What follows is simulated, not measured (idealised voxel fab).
The following is a process module called voxel ribs on slabs.
The cross-section shown here is cut; it is 190 nm wide and divided into square cells measuring 5 nm on a side.
Square cells in a grid make up a cross-section in this document, and the grid is given as bands, listed from the top down, each one or more rows of cells. Heights first: top, then bottom, in nm. Then materials, left to right, each with a width in nm. "edge to edge" on a single material: fills the band edge to edge. "air": empty space. Counting heights begins at 0, where everything beneath is, in the wafer as received, one material. The lowest band has no bottom; it goes on downwards, as "z 0 and below" shows. Per-row width for "30 to 40": begins at first number (top row of band), ends at second number (bottom row), increment between rows held constant. "changes: none" after a step means that no cell of the cross-section changed. "Catalogued sealed voids": empty spaces of 8 cells or more with no open way to the top, each given as width x height at distance, distance from the left edge, all in nm. If you see something after the settings on a step's line, that's the simulator's own remark about that step. overlay nm: right-of-plan distance of the mask on a masked step; negative values mean left-of-plan.

# Set out below are the planned steps of the process
- 1: RECEIVE (material Si)
- 2: DIRECTIONAL_DEP (material SiO2; thk nm 20)
- 3: DIRECTIONAL_DEP (material SiN; thk nm 15)
- 4: DIRECTIONAL_DEP (material aC; thk nm 10)
- 5: PATTERN (tone cover; mask id RIB; material resist; width nm 20; thk nm 25; overlay nm 0)
- 6: DIRECTIONAL_ETCH (etch materials aC; depth nm 10)
- 7: STRIP (etch materials resist)
- 8: DIRECTIONAL_ETCH (etch materials SiN; depth nm 10)
- 9: STRIP (etch materials aC)
- 10: MASKED_ETCH (tone cover; mask id SLAB; width nm 50; etch materials SiN; depth nm 5; overlay nm 0)
- 11: FILL_DEP (material SiO2; thk nm 20)
- 12: CMP (height nm 45)
- 13: DIRECTIONAL_DEP (material TiN; thk nm 5)
- 14: MASKED_ETCH (tone cover; mask id HEATER; width nm 30; etch materials TiN; depth nm 5; overlay nm 0)
- 15: CONFORMAL_DEP (material SiO2; thk nm 5)

# Cross-section: wafer on arrival = after step 1
* z 0 and below: Si edge to edge
* Catalogued sealed voids: none

# Post-module cross-section of the first of two wafers (run per plan)
* z 55 to 50: air 75 nm, SiO2 40 nm, air 75 nm
* z 50 to 45: SiO2 80 nm, TiN 30 nm, SiO2 80 nm
* z 45 to 35: SiO2 edge to edge
* z 35 to 25: SiO2 85 nm, SiN 20 nm, SiO2 85 nm
* z 25 to 20: SiO2 70 nm, SiN 50 nm, SiO2 70 nm
* z 20 to 0: SiO2 edge to edge
* z 0 and below: Si edge to edge
* Catalogued sealed voids: none

# What the second wafer looks like in cross-section once the module is done. Its start and its plan matched the first wafer's exactly; what differed was one mistake in how it was run
* z 55 to 50: air 75 nm, SiO2 40 nm, air 75 nm
* z 50 to 45: SiO2 80 nm, TiN 30 nm, SiO2 80 nm
* z 45 to 35: SiO2 edge to edge
* z 35 to 25: SiO2 85 nm, SiN 20 nm, SiO2 85 nm
* z 25 to 20: SiO2 65 nm, SiN 60 nm, SiO2 65 nm
* z 20 to 0: SiO2 edge to edge
* z 0 and below: Si edge to edge
* Catalogued sealed voids: none
What broke from the plan during processing? step 10 changed vs plan, executed as MASKED_ETCH (tone cover; mask id SLAB; width nm 60; etch materials SiN; depth nm 5; overlay nm 0)
Heads up, by the end the second wafer has more or fewer cells of some materials compared to the first: SiN: 2 more | SiO2: 2 fewer
